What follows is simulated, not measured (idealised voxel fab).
Presented below is a process module, voxel transistor to metal.
Xsec cut, 170 nm wide, square cell size 5 nm.
Square cells in a grid make up a cross-section in this document, and the grid is given as bands, listed from the top down, each one or more rows of cells. Top, bottom (nm), then materials left to right with widths (nm); lone material tagged "full width" fills the whole band edge to edge; "blank" = empty space. Counting heights begins at 0, where everything beneath is, in the wafer as received, one material. The lowest band has no bottom; it goes on downwards, as "z 0 and below" shows. So if you see something like "30->40" for the width, read it as the top row of the band sitting at the first number and the bottom row at the second, with every row in between moving by the same amount as the last. For the purposes of this document, the phrase "nothing changed" attached to a step denotes that no cell within the cross-section was modified by that step. "Sealed void inventory" contains a list of empty spaces, each no smaller than 8 cells and without an open way to the top, written in the form width x height at distance with the distance from the left edge and all three in nm. It should be noted that, on the line of a given step, the content following the step's settings is a remark produced by the simulator itself with respect to that step. "overlay nm" answers the question of how far to the right of plan the mask lay on a step that has a mask, and when it is negative the answer is to the left.

Plan:
1,RECEIVE | material Si
2,OXIDIZE | depth nm 5
3,CONFORMAL_DEP | material SiN | thk nm 10
4,DIRECTIONAL_DEP | material aC | thk nm 10
5,PATTERN | tone cover | mask id ACTIVE | material resist | width nm 105 | thk nm 25 | overlay nm 0
6,DIRECTIONAL_ETCH | etch materials aC | depth nm 10
7,STRIP | etch materials resist
8,DIRECTIONAL_ETCH | etch materials SiN | depth nm 10
9,DIRECTIONAL_ETCH | etch materials SiO2 | depth nm 5
10,DIRECTIONAL_ETCH | etch materials Si | depth nm 20
11,STRIP | etch materials aC
12,FILL_DEP | material SiO2 | thk nm 10
13,CMP | height nm 10
14,SELECTIVE_ETCH | etch materials SiO2 | depth nm 10
15,STRIP | etch materials SiN
16,SELECTIVE_ETCH | etch materials SiO2 | depth nm 5
17,OXIDIZE | depth nm 5
18,DIRECTIONAL_DEP | material polySi | thk nm 25
19,DIRECTIONAL_DEP | material SiCN | thk nm 10
20,MASKED_ETCH | tone cover | mask id GATE | width nm 15 | etch materials SiCN | depth nm 20 | overlay nm 0
21,MASKED_ETCH | tone cover | mask id GATE | width nm 15 | etch materials polySi | depth nm 35 | overlay nm 0
22,CONFORMAL_DEP | material SiN | thk nm 10
23,DIRECTIONAL_ETCH | etch materials SiN | depth nm 10
24,DIRECTIONAL_ETCH | etch materials SiO2 | depth nm 5
25,DIRECTIONAL_ETCH | etch materials Si | depth nm 10
26,EPI | material pSi | thk nm 10
27,FILL_DEP | material SiO2 | thk nm 5
28,CMP | height nm 30
29,DIRECTIONAL_DEP | material SiO2 | thk nm 10
30,MASKED_ETCH | tone open | mask id CONTACT | width nm 30 | pitch nm 55 | etch materials SiO2 | depth nm 50 | overlay nm -15
31,CONFORMAL_DEP | material TiN | thk nm 5
32,FILL_DEP | material Ru | thk nm 5
33,CMP | height nm 40
34,DIRECTIONAL_DEP | material TiN | thk nm 5
35,DIRECTIONAL_DEP | material W | thk nm 15
36,MASKED_ETCH | tone cover | mask id METAL_1 | width nm 20 | pitch nm 65 | etch materials W | depth nm 15 | overlay nm 0
37,MASKED_ETCH | tone cover | mask id METAL_1 | width nm 20 | pitch nm 65 | etch materials TiN | depth nm 5 | overlay nm 0
38,FILL_DEP | material SiO2 | thk nm 10
39,CMP | height nm 60
40,CONFORMAL_DEP | material SiCN | thk nm 5
The wafers in this document start out alike and differ in the overlay nm applied at step 30; the plan shows the value used for the first wafer.

Here's the first of the wafers in cross-section, just as we got it, i.e. after step 1:
- z 0 and below | Si full width
- Sealed void inventory: none

Per wafer, end of module: cells gained (+) or lost (-) per material since receipt, then closed voids:
overlay nm -15; +40 Ru; -135 Si; +40 SiCN; +28 SiN; +342 SiO2; +52 TiN; +24 W; +36 pSi; +15 polySi; Sealed void inventory: none
overlay nm -10; +44 Ru; -135 Si; +40 SiCN; +28 SiN; +336 SiO2; +54 TiN; +24 W; +36 pSi; +15 polySi; Sealed void inventory: none
overlay nm -5; +48 Ru; -135 Si; +40 SiCN; +28 SiN; +330 SiO2; +56 TiN; +24 W; +36 pSi; +15 polySi; Sealed void inventory: none
overlay nm 0; +48 Ru; -135 Si; +40 SiCN; +28 SiN; +330 SiO2; +56 TiN; +24 W; +36 pSi; +15 polySi; Sealed void inventory: none
overlay nm 5; +48 Ru; -135 Si; +40 SiCN; +28 SiN; +330 SiO2; +56 TiN; +24 W; +36 pSi; +15 polySi; Sealed void inventory: none
overlay nm 10; +44 Ru; -135 Si; +40 SiCN; +28 SiN; +336 SiO2; +54 TiN; +24 W; +36 pSi; +15 polySi; Sealed void inventory: none
overlay nm 15; +40 Ru; -135 Si; +40 SiCN; +28 SiN; +342 SiO2; +52 TiN; +24 W; +36 pSi; +15 polySi; Sealed void inventory: none
